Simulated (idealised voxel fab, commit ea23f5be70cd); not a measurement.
Documented hereafter: the process module known as voxel lift off.
Cross-sectional view cut (width: 285 nm; square cell size: 5 nm).
A cross-section is a grid of square cells, given in bands from the top down. A band is one or more rows of cells. Top, bottom (nm), then materials left to right with widths (nm); lone material tagged "edge to edge" fills the whole band edge to edge; "empty" = empty space. Heights are expressed relative to 0, this being the level below which the as-received wafer comprises one material exclusively. The lowest band is unbounded in the downward direction and is denoted as in "0 nm and below". Read "30 to 40" as a graded width: first number on top, second number at the bottom, same change between each pair of neighbouring rows. The designation "nothing altered", where it is given for a processing step, indicates that no cell of the cross-section was altered in the course of that step. Reported under the label "closed voids" are the empty spaces having no open way to the top and comprising 8 cells or more; the notation for each is width x height at distance, in which the distance is measured from the left edge and all three values are in nm. Where a step's line continues beyond its settings, the continuation is a remark by the simulator itself on that step. The line of a step may include "overlay nm". On a step with a mask, this value is how far to the right of its planned place the mask lay. A negative value means the mask lay to the left.

**Set out below are the planned steps of the process**
1,RECEIVE, material Si
2,CONFORMAL_DEP, material Al2O3, thk nm 5
3,PATTERN, tone open, mask id LINES, material resist, width nm 20, pitch nm 50, thk nm 20, overlay nm 0
4,DIRECTIONAL_DEP, material Ru, thk nm 10
5,STRIP, etch materials resist
6,CONFORMAL_DEP, material SiN, thk nm 5

**What follows covers the first of two wafers; it ran as planned**

**As-received state of the wafer in cross-section, equivalent to post-step 1**
  0 nm and below: Si edge to edge
  closed voids: none

**Upon completion of step 2, the wafer appears in cross-section as shown**
  5 nm to 0 nm: Al2O3 edge to edge
  below 0: unchanged

**Upon completion of step 3, the wafer appears in cross-section as shown**
  25 nm to 5 nm: 55 resist, 20 empty, 30 resist, 20 empty, 30 resist, 20 empty, 30 resist, 20 empty, 60 resist
  below 5: unchanged

**Upon completion of step 4, the wafer appears in cross-section as shown**
  35 nm to 25 nm: 55 Ru, 20 empty, 30 Ru, 20 empty, 30 Ru, 20 empty, 30 Ru, 20 empty, 60 Ru
  25 nm to 15 nm: 55 resist, 20 empty, 30 resist, 20 empty, 30 resist, 20 empty, 30 resist, 20 empty, 60 resist
  15 nm to 5 nm: 55 resist, 20 Ru, 30 resist, 20 Ru, 30 resist, 20 Ru, 30 resist, 20 Ru, 60 resist
  below 5: unchanged

**Upon completion of step 5, the wafer appears in cross-section as shown**
  15 nm to 5 nm: 55 empty, 20 Ru, 30 empty, 20 Ru, 30 empty, 20 Ru, 30 empty, 20 Ru, 60 empty
  below 5: unchanged

**Upon completion of step 6, the wafer appears in cross-section as shown**
  20 nm to 15 nm: 50 empty, 30 SiN, 20 empty, 30 SiN, 20 empty, 30 SiN, 20 empty, 30 SiN, 55 empty
  15 nm to 10 nm: 50 empty, 5 SiN, 20 Ru, 5 SiN, 20 empty, 5 SiN, 20 Ru, 5 SiN, 20 empty, 5 SiN, 20 Ru, 5 SiN, 20 empty, 5 SiN, 20 Ru, 5 SiN, 55 empty
  10 nm to 5 nm: 55 SiN, 20 Ru, 30 SiN, 20 Ru, 30 SiN, 20 Ru, 30 SiN, 20 Ru, 60 SiN
  below 5: unchanged

**The Second Wafer: Common Origin and Plan, One Mistake in Execution, Identical to the First Through Step 2**

**Second wafer, section view, time point: scheduled end of step 3**
  25 nm to 5 nm: 65 resist, 20 empty, 30 resist, 20 empty, 30 resist, 20 empty, 30 resist, 20 empty, 50 resist
  below 5: unchanged

**Second wafer, section view, time point: scheduled end of step 4**
  35 nm to 25 nm: 65 Ru, 20 empty, 30 Ru, 20 empty, 30 Ru, 20 empty, 30 Ru, 20 empty, 50 Ru
  25 nm to 15 nm: 65 resist, 20 empty, 30 resist, 20 empty, 30 resist, 20 empty, 30 resist, 20 empty, 50 resist
  15 nm to 5 nm: 65 resist, 20 Ru, 30 resist, 20 Ru, 30 resist, 20 Ru, 30 resist, 20 Ru, 50 resist
  below 5: unchanged

**Second wafer, section view, time point: scheduled end of step 5**
  15 nm to 5 nm: 65 empty, 20 Ru, 30 empty, 20 Ru, 30 empty, 20 Ru, 30 empty, 20 Ru, 50 empty
  below 5: unchanged

**Second wafer, section view, time point: scheduled end of step 6**
  20 nm to 15 nm: 60 empty, 30 SiN, 20 empty, 30 SiN, 20 empty, 30 SiN, 20 empty, 30 SiN, 45 empty
  15 nm to 10 nm: 60 empty, 5 SiN, 20 Ru, 5 SiN, 20 empty, 5 SiN, 20 Ru, 5 SiN, 20 empty, 5 SiN, 20 Ru, 5 SiN, 20 empty, 5 SiN, 20 Ru, 5 SiN, 45 empty
  10 nm to 5 nm: 65 SiN, 20 Ru, 30 SiN, 20 Ru, 30 SiN, 20 Ru, 30 SiN, 20 Ru, 50 SiN
  below 5: unchanged
Which mistake was made when the wafer was run? step 3 went in with a setting other than planned; the actual run was PATTERN, tone open, mask id LINES, material resist, width nm 20, pitch nm 50, thk nm 20, overlay nm 10
If you tally the cells, the second wafer ends up with the same amount of every material as the first; it's all just sitting in different places.
